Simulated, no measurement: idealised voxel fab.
Name of the process module below: voxel spacer lines
FYI the section here is cut, 250 nm wide, cells are 5 nm squares.
Just so we're on the same page, the cross-sections are grids of square cells, and they're listed out in bands top to bottom, each band one or more rows deep.
Heights first: top, then bottom, in nm. Then materials, left to right, each with a width in nm. "throughout" on a single material: fills the band edge to edge. "blank": empty space.
Counting heights begins at 0, where everything beneath is, in the wafer as received, one material. The lowest band has no bottom; it goes on downwards, as "0 down" shows.
A width such as "30->40" changes by the same amount from each row of cells to the next, from the band's top row to its bottom row.
You'll sometimes find "no change occurred" written for a step, and that's the way of saying that nowhere in the cross-section did a cell change during that step.
So "Fully closed voids" is basically the list of trapped voids: any empty space of 8 cells or more that can't reach the top through an opening. They're written width x height at distance, the distance being from the left edge, and it's all nm.
Post-settings text on a step line: simulator's own remark regarding the step.
If you see "overlay nm" on a step's line and that step has a mask, it's telling you how far right of where it was planned the mask ended up; a negative number means it went left instead.
Layout of what follows: cross-section pairs, each bracketing one process step, the after cross-section shown only to the lowest band that changed, the step between and its settings noted under each pair. Pairs may originate in different runs of this module on the same starting wafer; a pair continues from the pair above only where its entry headed "Incoming structure" says so.
## Incoming structure
0 down | Si throughout
Fully closed voids: none
## Cross-Section After Step
10 to 0 | Al2O3 throughout
Below 0 it's all the same as before, nothing changed down there.
Fully closed voids: none
Formally, the process step situated between the two cross-sections above is CONFORMAL_DEP [material Al2O3] [thk nm 10]
Incoming structure: equal to the after panel directly above.
## Cross-Section After Step
25 to 10 | polySi throughout
Below 10 it's all the same as before, nothing changed down there.
Fully closed voids: none
Formally, the process step situated between the two cross-sections above is DIRECTIONAL_DEP [material polySi] [thk nm 15]
Incoming structure: equal to the after panel directly above.
## Cross-Section After Step
55 to 25 | aC throughout
Below 25 it's all the same as before, nothing changed down there.
Fully closed voids: none
Formally, the process step situated between the two cross-sections above is DIRECTIONAL_DEP [material aC] [thk nm 30]
Incoming structure: equal to the after panel directly above.
## Cross-Section After Step
95 to 55 | blank 80, then resist 20, then blank 50, then resist 20, then blank 80
Below 55 it's all the same as before, nothing changed down there.
Fully closed voids: none
Formally, the process step situated between the two cross-sections above is PATTERN [tone cover] [mask id MANDREL] [material resist] [width nm 20] [pitch nm 70] [thk nm 40] [overlay nm 0]
Incoming structure: equal to the after panel directly above.
## Cross-Section After Step
65 to 55 | blank 80, then resist 20, then blank 50, then resist 20, then blank 80
55 to 25 | blank 80, then aC 20, then blank 50, then aC 20, then blank 80
Below 25 it's all the same as before, nothing changed down there.
Fully closed voids: none
Formally, the process step situated between the two cross-sections above is DIRECTIONAL_ETCH [etch materials aC] [depth nm 30]
Incoming structure: equal to the after panel directly above.
## Cross-Section After Step
55 to 25 | blank 80, then aC 20, then blank 50, then aC 20, then blank 80
Below 25 it's all the same as before, nothing changed down there.
Fully closed voids: none
Formally, the process step situated between the two cross-sections above is STRIP [etch materials resist]
Incoming structure: equal to the after panel directly above.
## Cross-Section After Step
70 to 55 | blank 65, then SiN 50, then blank 20, then SiN 50, then blank 65
55 to 40 | blank 65, then SiN 15, then aC 20, then SiN 15, then blank 20, then SiN 15, then aC 20, then SiN 15, then blank 65
40 to 25 | SiN 80, then aC 20, then SiN 50, then aC 20, then SiN 80
Below 25 it's all the same as before, nothing changed down there.
Fully closed voids: none
Formally, the process step situated between the two cross-sections above is CONFORMAL_DEP [material SiN] [thk nm 15]
Incoming structure: equal to the after panel directly above.
## Cross-Section After Step
55 to 25 | blank 65, then SiN 15, then aC 20, then SiN 15, then blank 20, then SiN 15, then aC 20, then SiN 15, then blank 65
Below 25 it's all the same as before, nothing changed down there.
Fully closed voids: none
Formally, the process step situated between the two cross-sections above is DIRECTIONAL_ETCH [etch materials SiN] [depth nm 15]
Incoming structure: equal to the after panel directly above.
## Cross-Section After Step
55 to 25 | blank 65, then SiN 15, then blank 20, then SiN 15, then blank 20, then SiN 15, then blank 20, then SiN 15, then blank 65
Below 25 it's all the same as before, nothing changed down there.
Fully closed voids: none
Formally, the process step situated between the two cross-sections above is STRIP [etch materials aC]
Incoming structure: equal to the after panel directly above.
## Cross-Section After Step
55 to 25 | blank 65, then SiN 15, then blank 20, then SiN 15, then blank 20, then SiN 15, then blank 20, then SiN 15, then blank 65
25 to 10 | blank 65, then polySi 15, then blank 20, then polySi 15, then blank 20, then polySi 15, then blank 20, then polySi 15, then blank 65
Below 10 it's all the same as before, nothing changed down there.
Fully closed voids: none
Formally, the process step situated between the two cross-sections above is DIRECTIONAL_ETCH [etch materials polySi] [depth nm 15]
Incoming structure: equal to the after panel directly above.
## Cross-Section After Step
25 to 10 | blank 65, then polySi 15, then blank 20, then polySi 15, then blank 20, then polySi 15, then blank 20, then polySi 15, then blank 65
Below 10 it's all the same as before, nothing changed down there.
Fully closed voids: none
Formally, the process step situated between the two cross-sections above is STRIP [etch materials SiN]
Incoming structure: equal to the after panel directly above.
## Cross-Section After Step
30 to 25 | SiO2 throughout
25 to 10 | SiO2 65, then polySi 15, then SiO2 20, then polySi 15, then SiO2 20, then polySi 15, then SiO2 20, then polySi 15, then SiO2 65
Below 10 it's all the same as before, nothing changed down there.
Fully closed voids: none
Formally, the process step situated between the two cross-sections above is FILL_DEP [material SiO2] [thk nm 5]
Incoming structure: equal to the after panel directly above.
## Cross-Section After Step
25 to 10 | SiO2 65, then polySi 15, then SiO2 20, then polySi 15, then SiO2 20, then polySi 15, then SiO2 20, then polySi 15, then SiO2 65
Below 10 it's all the same as before, nothing changed down there.
Fully closed voids: none
Formally, the process step situated between the two cross-sections above is CMP [height nm 25]
## Incoming structure
55 to 25 | blank 65, then SiN 15, then blank 20, then SiN 15, then blank 20, then SiN 15, then blank 20, then SiN 15, then blank 65
25 to 10 | blank 65, then polySi 15, then blank 20, then polySi 15, then blank 20, then polySi 15, then blank 20, then polySi 15, then blank 65
10 to 0 | Al2O3 throughout
0 down | Si throughout
Fully closed voids: none
## Cross-Section After Step
60 to 55 | SiO2 throughout
55 to 25 | SiO2 65, then SiN 15, then SiO2 20, then SiN 15, then SiO2 20, then SiN 15, then SiO2 20, then SiN 15, then SiO2 65
25 to 10 | SiO2 65, then polySi 15, then SiO2 20, then polySi 15, then SiO2 20, then polySi 15, then SiO2 20, then polySi 15, then SiO2 65
Below 10 it's all the same as before, nothing changed down there.
Fully closed voids: none
Formally, the process step situated between the two cross-sections above is FILL_DEP [material SiO2] [thk nm 5]
Incoming structure: equal to the after panel directly above.
## Cross-Section After Step
25 to 10 | SiO2 65, then polySi 15, then SiO2 20, then polySi 15, then SiO2 20, then polySi 15, then SiO2 20, then polySi 15, then SiO2 65
Below 10 it's all the same as before, nothing changed down there.
Fully closed voids: none
Formally, the process step situated between the two cross-sections above is CMP [height nm 25]
## Incoming structure
65 to 55 | blank 80, then resist 20, then blank 50, then resist 20, then blank 80
55 to 25 | blank 80, then aC 20, then blank 50, then aC 20, then blank 80
25 to 10 | polySi throughout
10 to 0 | Al2O3 throughout
0 down | Si throughout
Fully closed voids: none
## Cross-Section After Step
35 to 25 | blank 80, then aC 20, then blank 50, then aC 20, then blank 80
Below 25 it's all the same as before, nothing changed down there.
Fully closed voids: none
Formally, the process step situated between the two cross-sections above is DIRECTIONAL_ETCH [etch materials aC] [depth nm 30]
Incoming structure: equal to the after panel directly above.
## Cross-Section After Step
50 to 40 | blank 65, then SiN 50, then blank 20, then SiN 50, then blank 65
40 to 35 | SiN throughout
35 to 25 | SiN 80, then aC 20, then SiN 50, then aC 20, then SiN 80
Below 25 it's all the same as before, nothing changed down there.
Fully closed voids: none
Formally, the process step situated between the two cross-sections above is CONFORMAL_DEP [material SiN] [thk nm 15]
Incoming structure: equal to the after panel directly above.
## Cross-Section After Step
35 to 25 | blank 65, then SiN 15, then aC 20, then SiN 15, then blank 20, then SiN 15, then aC 20, then SiN 15, then blank 65
Below 25 it's all the same as before, nothing changed down there.
Fully closed voids: none
Formally, the process step situated between the two cross-sections above is DIRECTIONAL_ETCH [etch materials SiN] [depth nm 15]
Incoming structure: equal to the after panel directly above.
## Cross-Section After Step
35 to 25 | blank 65, then SiN 15, then blank 20, then SiN 15, then blank 20, then SiN 15, then blank 20, then SiN 15, then blank 65
Below 25 it's all the same as before, nothing changed down there.
Fully closed voids: none
Formally, the process step situated between the two cross-sections above is STRIP [etch materials aC]
Incoming structure: equal to the after panel directly above.
## Cross-Section After Step
35 to 25 | blank 65, then SiN 15, then blank 20, then SiN 15, then blank 20, then SiN 15, then blank 20, then SiN 15, then blank 65
25 to 10 | blank 65, then polySi 15, then blank 20, then polySi 15, then blank 20, then polySi 15, then blank 20, then polySi 15, then blank 65
Below 10 it's all the same as before, nothing changed down there.
Fully closed voids: none
Formally, the process step situated between the two cross-sections above is DIRECTIONAL_ETCH [etch materials polySi] [depth nm 15]
Incoming structure: equal to the after panel directly above.
## Cross-Section After Step
25 to 10 | blank 65, then polySi 15, then blank 20, then polySi 15, then blank 20, then polySi 15, then blank 20, then polySi 15, then blank 65
Below 10 it's all the same as before, nothing changed down there.
Fully closed voids: none
Formally, the process step situated between the two cross-sections above is STRIP [etch materials SiN]
## Incoming structure
10 to 0 | Al2O3 throughout
0 down | Si throughout
Fully closed voids: none
## Cross-Section After Step
40 to 10 | aC throughout
Below 10 it's all the same as before, nothing changed down there.
Fully closed voids: none
Formally, the process step situated between the two cross-sections above is DIRECTIONAL_DEP [material aC] [thk nm 30]
Incoming structure: equal to the after panel directly above.
## Cross-Section After Step
55 to 40 | polySi throughout
Below 40 it's all the same as before, nothing changed down there.
Fully closed voids: none
Formally, the process step situated between the two cross-sections above is DIRECTIONAL_DEP [material polySi] [thk nm 15]
Incoming structure: equal to the after panel directly above.
## Cross-Section After Step
95 to 55 | blank 80, then resist 20, then blank 50, then resist 20, then blank 80
Below 55 it's all the same as before, nothing changed down there.
Fully closed voids: none
Formally, the process step situated between the two cross-sections above is PATTERN [tone cover] [mask id MANDREL] [material resist] [width nm 20] [pitch nm 70] [thk nm 40] [overlay nm 0]
Incoming structure: equal to the after panel directly above.
## Cross-Section After Step
65 to 55 | blank 80, then resist 20, then blank 50, then resist 20, then blank 80
Below 55 it's all the same as before, nothing changed down there.
Fully closed voids: none
Formally, the process step situated between the two cross-sections above is DIRECTIONAL_ETCH [etch materials aC] [depth nm 30]
Incoming structure: equal to the after panel directly above.
## Cross-Section After Step
55 to 40 | polySi throughout
Below 40 it's all the same as before, nothing changed down there.
Fully closed voids: none
Formally, the process step situated between the two cross-sections above is STRIP [etch materials resist]
Incoming structure: equal to the after panel directly above.
## Cross-Section After Step
70 to 55 | SiN throughout
Below 55 it's all the same as before, nothing changed down there.
Fully closed voids: none
Formally, the process step situated between the two cross-sections above is CONFORMAL_DEP [material SiN] [thk nm 15]
Incoming structure: equal to the after panel directly above.
## Cross-Section After Step
55 to 40 | polySi throughout
Below 40 it's all the same as before, nothing changed down there.
Fully closed voids: none
Formally, the process step situated between the two cross-sections above is DIRECTIONAL_ETCH [etch materials SiN] [depth nm 15]
Incoming structure: equal to the after panel directly above.
## Cross-Section After Step
40 to 10 | aC throughout
Below 10 it's all the same as before, nothing changed down there.
Fully closed voids: none
Formally, the process step situated between the two cross-sections above is DIRECTIONAL_ETCH [etch materials polySi] [depth nm 15]
Incoming structure: equal to the after panel directly above.
## Cross-Section After Step
45 to 40 | SiO2 throughout
Below 40 it's all the same as before, nothing changed down there.
Fully closed voids: none
Formally, the process step situated between the two cross-sections above is FILL_DEP [material SiO2] [thk nm 5]
Incoming structure: equal to the after panel directly above.
## Cross-Section After Step
25 to 10 | aC throughout
Below 10 it's all the same as before, nothing changed down there.
Fully closed voids: none
Formally, the process step situated between the two cross-sections above is CMP [height nm 25]
## Incoming structure
0 down | Si throughout
Fully closed voids: none
## Cross-Section After Step
5 to 0 | Al2O3 throughout
Below 0 it's all the same as before, nothing changed down there.
Fully closed voids: none
Formally, the process step situated between the two cross-sections above is CONFORMAL_DEP [material Al2O3] [thk nm 5]
Incoming structure: equal to the after panel directly above.
## Cross-Section After Step
20 to 5 | polySi throughout
Below 5 it's all the same as before, nothing changed down there.
Fully closed voids: none
Formally, the process step situated between the two cross-sections above is DIRECTIONAL_DEP [material polySi] [thk nm 15]
Incoming structure: equal to the after panel directly above.
## Cross-Section After Step
50 to 20 | aC throughout
Below 20 it's all the same as before, nothing changed down there.
Fully closed voids: none
Formally, the process step situated between the two cross-sections above is DIRECTIONAL_DEP [material aC] [thk nm 30]
Incoming structure: equal to the after panel directly above.
## Cross-Section After Step
90 to 50 | blank 80, then resist 20, then blank 50, then resist 20, then blank 80
Below 50 it's all the same as before, nothing changed down there.
Fully closed voids: none
Formally, the process step situated between the two cross-sections above is PATTERN [tone cover] [mask id MANDREL] [material resist] [width nm 20] [pitch nm 70] [thk nm 40] [overlay nm 0]
Incoming structure: equal to the after panel directly above.
## Cross-Section After Step
60 to 50 | blank 80, then resist 20, then blank 50, then resist 20, then blank 80
50 to 20 | blank 80, then aC 20, then blank 50, then aC 20, then blank 80
Below 20 it's all the same as before, nothing changed down there.
Fully closed voids: none
Formally, the process step situated between the two cross-sections above is DIRECTIONAL_ETCH [etch materials aC] [depth nm 30]
Incoming structure: equal to the after panel directly above.
## Cross-Section After Step
50 to 20 | blank 80, then aC 20, then blank 50, then aC 20, then blank 80
Below 20 it's all the same as before, nothing changed down there.
Fully closed voids: none
Formally, the process step situated between the two cross-sections above is STRIP [etch materials resist]
Incoming structure: equal to the after panel directly above.
## Cross-Section After Step
65 to 50 | blank 65, then SiN 50, then blank 20, then SiN 50, then blank 65
50 to 35 | blank 65, then SiN 15, then aC 20, then SiN 15, then blank 20, then SiN 15, then aC 20, then SiN 15, then blank 65
35 to 20 | SiN 80, then aC 20, then SiN 50, then aC 20, then SiN 80
Below 20 it's all the same as before, nothing changed down there.
Fully closed voids: none
Formally, the process step situated between the two cross-sections above is CONFORMAL_DEP [material SiN] [thk nm 15]
Incoming structure: equal to the after panel directly above.
## Cross-Section After Step
50 to 20 | blank 65, then SiN 15, then aC 20, then SiN 15, then blank 20, then SiN 15, then aC 20, then SiN 15, then blank 65
Below 20 it's all the same as before, nothing changed down there.
Fully closed voids: none
Formally, the process step situated between the two cross-sections above is DIRECTIONAL_ETCH [etch materials SiN] [depth nm 15]
Incoming structure: equal to the after panel directly above.
## Cross-Section After Step
50 to 20 | blank 65, then SiN 15, then blank 20, then SiN 15, then blank 20, then SiN 15, then blank 20, then SiN 15, then blank 65
Below 20 it's all the same as before, nothing changed down there.
Fully closed voids: none
Formally, the process step situated between the two cross-sections above is STRIP [etch materials aC]
Incoming structure: equal to the after panel directly above.
## Cross-Section After Step
50 to 20 | blank 65, then SiN 15, then blank 20, then SiN 15, then blank 20, then SiN 15, then blank 20, then SiN 15, then blank 65
20 to 5 | blank 65, then polySi 15, then blank 20, then polySi 15, then blank 20, then polySi 15, then blank 20, then polySi 15, then blank 65
Below 5 it's all the same as before, nothing changed down there.
Fully closed voids: none
Formally, the process step situated between the two cross-sections above is DIRECTIONAL_ETCH [etch materials polySi] [depth nm 15]
Incoming structure: equal to the after panel directly above.
## Cross-Section After Step
20 to 5 | blank 65, then polySi 15, then blank 20, then polySi 15, then blank 20, then polySi 15, then blank 20, then polySi 15, then blank 65
Below 5 it's all the same as before, nothing changed down there.
Fully closed voids: none
Formally, the process step situated between the two cross-sections above is STRIP [etch materials SiN]
Incoming structure: equal to the after panel directly above.
## Cross-Section After Step
25 to 20 | SiO2 throughout
20 to 5 | SiO2 65, then polySi 15, then SiO2 20, then polySi 15, then SiO2 20, then polySi 15, then SiO2 20, then polySi 15, then SiO2 65
Below 5 it's all the same as before, nothing changed down there.
Fully closed voids: none
Formally, the process step situated between the two cross-sections above is FILL_DEP [material SiO2] [thk nm 5]
## Incoming structure
55 to 25 | aC throughout
25 to 10 | polySi throughout
10 to 0 | Al2O3 throughout
0 down | Si throughout
Fully closed voids: none
## Cross-Section After Step
95 to 55 | blank 85, then resist 15, then blank 55, then resist 15, then blank 80
Below 55 it's all the same as before, nothing changed down there.
Fully closed voids: none
Formally, the process step situated between the two cross-sections above is PATTERN [tone cover] [mask id MANDREL] [material resist] [width nm 15] [pitch nm 70] [thk nm 40] [overlay nm 0]
Incoming structure: equal to the after panel directly above.
## Cross-Section After Step
65 to 55 | blank 85, then resist 15, then blank 55, then resist 15, then blank 80
55 to 25 | blank 85, then aC 15, then blank 55, then aC 15, then blank 80
Below 25 it's all the same as before, nothing changed down there.
Fully closed voids: none
Formally, the process step situated between the two cross-sections above is DIRECTIONAL_ETCH [etch materials aC] [depth nm 30]
Incoming structure: equal to the after panel directly above.
## Cross-Section After Step
55 to 25 | blank 85, then aC 15, then blank 55, then aC 15, then blank 80
Below 25 it's all the same as before, nothing changed down there.
Fully closed voids: none
Formally, the process step situated between the two cross-sections above is STRIP [etch materials resist]
Incoming structure: equal to the after panel directly above.
## Cross-Section After Step
70 to 55 | blank 70, then SiN 45, then blank 25, then SiN 45, then blank 65
55 to 40 | blank 70, then SiN 15, then aC 15, then SiN 15, then blank 25, then SiN 15, then aC 15, then SiN 15, then blank 65
40 to 25 | SiN 85, then aC 15, then SiN 55, then aC 15, then SiN 80
Below 25 it's all the same as before, nothing changed down there.
Fully closed voids: none
Formally, the process step situated between the two cross-sections above is CONFORMAL_DEP [material SiN] [thk nm 15]
Incoming structure: equal to the after panel directly above.
## Cross-Section After Step
55 to 25 | blank 70, then SiN 15, then aC 15, then SiN 15, then blank 25, then SiN 15, then aC 15, then SiN 15, then blank 65
Below 25 it's all the same as before, nothing changed down there.
Fully closed voids: none
Formally, the process step situated between the two cross-sections above is DIRECTIONAL_ETCH [etch materials SiN] [depth nm 15]
Incoming structure: equal to the after panel directly above.
## Cross-Section After Step
55 to 25 | blank 70, then SiN 15, then blank 15, then SiN 15, then blank 25, then SiN 15, then blank 15, then SiN 15, then blank 65
Below 25 it's all the same as before, nothing changed down there.
Fully closed voids: none
Formally, the process step situated between the two cross-sections above is STRIP [etch materials aC]
Incoming structure: equal to the after panel directly above.
## Cross-Section After Step
55 to 25 | blank 70, then SiN 15, then blank 15, then SiN 15, then blank 25, then SiN 15, then blank 15, then SiN 15, then blank 65
25 to 10 | blank 70, then polySi 15, then blank 15, then polySi 15, then blank 25, then polySi 15, then blank 15, then polySi 15, then blank 65
Below 10 it's all the same as before, nothing changed down there.
Fully closed voids: none
Formally, the process step situated between the two cross-sections above is DIRECTIONAL_ETCH [etch materials polySi] [depth nm 15]
Incoming structure: equal to the after panel directly above.
## Cross-Section After Step
25 to 10 | blank 70, then polySi 15, then blank 15, then polySi 15, then blank 25, then polySi 15, then blank 15, then polySi 15, then blank 65
Below 10 it's all the same as before, nothing changed down there.
Fully closed voids: none
Formally, the process step situated between the two cross-sections above is STRIP [etch materials SiN]
Incoming structure: equal to the after panel directly above.
## Cross-Section After Step
30 to 25 | SiO2 throughout
25 to 10 | SiO2 70, then polySi 15, then SiO2 15, then polySi 15, then SiO2 25, then polySi 15, then SiO2 15, then polySi 15, then SiO2 65
Below 10 it's all the same as before, nothing changed down there.
Fully closed voids: none
Formally, the process step situated between the two cross-sections above is FILL_DEP [material SiO2] [thk nm 5]
Incoming structure: equal to the after panel directly above.
## Cross-Section After Step
25 to 10 | SiO2 70, then polySi 15, then SiO2 15, then polySi 15, then SiO2 25, then polySi 15, then SiO2 15, then polySi 15, then SiO2 65
Below 10 it's all the same as before, nothing changed down there.
Fully closed voids: none
Formally, the process step situated between the two cross-sections above is CMP [height nm 25]
## Incoming structure
55 to 25 | aC throughout
25 to 10 | polySi throughout
10 to 0 | Al2O3 throughout
0 down | Si throughout
Fully closed voids: none
## Cross-Section After Step
95 to 55 | blank 85, then resist 20, then blank 50, then resist 20, then blank 75
Below 55 it's all the same as before, nothing changed down there.
Fully closed voids: none
Formally, the process step situated between the two cross-sections above is PATTERN [tone cover] [mask id MANDREL] [material resist] [width nm 20] [pitch nm 70] [thk nm 40] [overlay nm 5]
Incoming structure: equal to the after panel directly above.
## Cross-Section After Step
65 to 55 | blank 85, then resist 20, then blank 50, then resist 20, then blank 75
55 to 25 | blank 85, then aC 20, then blank 50, then aC 20, then blank 75
Below 25 it's all the same as before, nothing changed down there.
Fully closed voids: none
Formally, the process step situated between the two cross-sections above is DIRECTIONAL_ETCH [etch materials aC] [depth nm 30]
Incoming structure: equal to the after panel directly above.
## Cross-Section After Step
55 to 25 | blank 85, then aC 20, then blank 50, then aC 20, then blank 75
Below 25 it's all the same as before, nothing changed down there.
Fully closed voids: none
Formally, the process step situated between the two cross-sections above is STRIP [etch materials resist]
Incoming structure: equal to the after panel directly above.
## Cross-Section After Step
70 to 55 | blank 70, then SiN 50, then blank 20, then SiN 50, then blank 60
55 to 40 | blank 70, then SiN 15, then aC 20, then SiN 15, then blank 20, then SiN 15, then aC 20, then SiN 15, then blank 60
40 to 25 | SiN 85, then aC 20, then SiN 50, then aC 20, then SiN 75
Below 25 it's all the same as before, nothing changed down there.
Fully closed voids: none
Formally, the process step situated between the two cross-sections above is CONFORMAL_DEP [material SiN] [thk nm 15]
Incoming structure: equal to the after panel directly above.
## Cross-Section After Step
55 to 25 | blank 70, then SiN 15, then aC 20, then SiN 15, then blank 20, then SiN 15, then aC 20, then SiN 15, then blank 60
Below 25 it's all the same as before, nothing changed down there.
Fully closed voids: none
Formally, the process step situated between the two cross-sections above is DIRECTIONAL_ETCH [etch materials SiN] [depth nm 15]
Incoming structure: equal to the after panel directly above.
## Cross-Section After Step
55 to 25 | blank 70, then SiN 15, then blank 20, then SiN 15, then blank 20, then SiN 15, then blank 20, then SiN 15, then blank 60
Below 25 it's all the same as before, nothing changed down there.
Fully closed voids: none
Formally, the process step situated between the two cross-sections above is STRIP [etch materials aC]
Incoming structure: equal to the after panel directly above.
## Cross-Section After Step
55 to 25 | blank 70, then SiN 15, then blank 20, then SiN 15, then blank 20, then SiN 15, then blank 20, then SiN 15, then blank 60
25 to 10 | blank 70, then polySi 15, then blank 20, then polySi 15, then blank 20, then polySi 15, then blank 20, then polySi 15, then blank 60
Below 10 it's all the same as before, nothing changed down there.
Fully closed voids: none
Formally, the process step situated between the two cross-sections above is DIRECTIONAL_ETCH [etch materials polySi] [depth nm 15]
Incoming structure: equal to the after panel directly above.
## Cross-Section After Step
25 to 10 | blank 70, then polySi 15, then blank 20, then polySi 15, then blank 20, then polySi 15, then blank 20, then polySi 15, then blank 60
Below 10 it's all the same as before, nothing changed down there.
Fully closed voids: none
Formally, the process step situated between the two cross-sections above is STRIP [etch materials SiN]
Incoming structure: equal to the after panel directly above.
## Cross-Section After Step
30 to 25 | SiO2 throughout
25 to 10 | SiO2 70, then polySi 15, then SiO2 20, then polySi 15, then SiO2 20, then polySi 15, then SiO2 20, then polySi 15, then SiO2 60
Below 10 it's all the same as before, nothing changed down there.
Fully closed voids: none
Formally, the process step situated between the two cross-sections above is FILL_DEP [material SiO2] [thk nm 5]
Incoming structure: equal to the after panel directly above.
## Cross-Section After Step
25 to 10 | SiO2 70, then polySi 15, then SiO2 20, then polySi 15, then SiO2 20, then polySi 15, then SiO2 20, then polySi 15, then SiO2 60
Below 10 it's all the same as before, nothing changed down there.
Fully closed voids: none
Formally, the process step situated between the two cross-sections above is CMP [height nm 25]
## Incoming structure
0 down | Si throughout
Fully closed voids: none
## Cross-Section After Step
10 to 0 | aC throughout
Below 0 it's all the same as before, nothing changed down there.
Fully closed voids: none
Formally, the process step situated between the two cross-sections above is CONFORMAL_DEP [material aC] [thk nm 10]
Incoming structure: equal to the after panel directly above.
## Cross-Section After Step
25 to 10 | polySi throughout
Below 10 it's all the same as before, nothing changed down there.
Fully closed voids: none
Formally, the process step situated between the two cross-sections above is DIRECTIONAL_DEP [material polySi] [thk nm 15]
Incoming structure: equal to the after panel directly above.
## Cross-Section After Step
55 to 25 | aC throughout
Below 25 it's all the same as before, nothing changed down there.
Fully closed voids: none
Formally, the process step situated between the two cross-sections above is DIRECTIONAL_DEP [material aC] [thk nm 30]
Incoming structure: equal to the after panel directly above.
## Cross-Section After Step
95 to 55 | blank 80, then resist 20, then blank 50, then resist 20, then blank 80
Below 55 it's all the same as before, nothing changed down there.
Fully closed voids: none
Formally, the process step situated between the two cross-sections above is PATTERN [tone cover] [mask id MANDREL] [material resist] [width nm 20] [pitch nm 70] [thk nm 40] [overlay nm 0]
Incoming structure: equal to the after panel directly above.
## Cross-Section After Step
65 to 55 | blank 80, then resist 20, then blank 50, then resist 20, then blank 80
55 to 25 | blank 80, then aC 20, then blank 50, then aC 20, then blank 80
Below 25 it's all the same as before, nothing changed down there.
Fully closed voids: none
Formally, the process step situated between the two cross-sections above is DIRECTIONAL_ETCH [etch materials aC] [depth nm 30]
Incoming structure: equal to the after panel directly above.
## Cross-Section After Step
55 to 25 | blank 80, then aC 20, then blank 50, then aC 20, then blank 80
Below 25 it's all the same as before, nothing changed down there.
Fully closed voids: none
Formally, the process step situated between the two cross-sections above is STRIP [etch materials resist]
Incoming structure: equal to the after panel directly above.
## Cross-Section After Step
70 to 55 | blank 65, then SiN 50, then blank 20, then SiN 50, then blank 65
55 to 40 | blank 65, then SiN 15, then aC 20, then SiN 15, then blank 20, then SiN 15, then aC 20, then SiN 15, then blank 65
40 to 25 | SiN 80, then aC 20, then SiN 50, then aC 20, then SiN 80
Below 25 it's all the same as before, nothing changed down there.
Fully closed voids: none
Formally, the process step situated between the two cross-sections above is CONFORMAL_DEP [material SiN] [thk nm 15]
Incoming structure: equal to the after panel directly above.
## Cross-Section After Step
55 to 25 | blank 65, then SiN 15, then aC 20, then SiN 15, then blank 20, then SiN 15, then aC 20, then SiN 15, then blank 65
Below 25 it's all the same as before, nothing changed down there.
Fully closed voids: none
Formally, the process step situated between the two cross-sections above is DIRECTIONAL_ETCH [etch materials SiN] [depth nm 15]
Incoming structure: equal to the after panel directly above.
## Cross-Section After Step
55 to 25 | blank 65, then SiN 15, then blank 20, then SiN 15, then blank 20, then SiN 15, then blank 20, then SiN 15, then blank 65
Below 25 it's all the same as before, nothing changed down there.
Fully closed voids: none
Formally, the process step situated between the two cross-sections above is STRIP [etch materials aC]
Incoming structure: equal to the after panel directly above.
## Cross-Section After Step
55 to 25 | blank 65, then SiN 15, then blank 20, then SiN 15, then blank 20, then SiN 15, then blank 20, then SiN 15, then blank 65
25 to 10 | blank 65, then polySi 15, then blank 20, then polySi 15, then blank 20, then polySi 15, then blank 20, then polySi 15, then blank 65
Below 10 it's all the same as before, nothing changed down there.
Fully closed voids: none
Formally, the process step situated between the two cross-sections above is DIRECTIONAL_ETCH [etch materials polySi] [depth nm 15]
Incoming structure: equal to the after panel directly above.
## Cross-Section After Step
25 to 10 | blank 65, then polySi 15, then blank 20, then polySi 15, then blank 20, then polySi 15, then blank 20, then polySi 15, then blank 65
Below 10 it's all the same as before, nothing changed down there.
Fully closed voids: none
Formally, the process step situated between the two cross-sections above is STRIP [etch materials SiN]
Incoming structure: equal to the after panel directly above.
## Cross-Section After Step
30 to 25 | SiO2 throughout
25 to 10 | SiO2 65, then polySi 15, then SiO2 20, then polySi 15, then SiO2 20, then polySi 15, then SiO2 20, then polySi 15, then SiO2 65
Below 10 it's all the same as before, nothing changed down there.
Fully closed voids: none
Formally, the process step situated between the two cross-sections above is FILL_DEP [material SiO2] [thk nm 5]
Incoming structure: equal to the after panel directly above.
## Cross-Section After Step
25 to 10 | SiO2 65, then polySi 15, then SiO2 20, then polySi 15, then SiO2 20, then polySi 15, then SiO2 20, then polySi 15, then SiO2 65
Below 10 it's all the same as before, nothing changed down there.
Fully closed voids: none
Formally, the process step situated between the two cross-sections above is CMP [height nm 25]
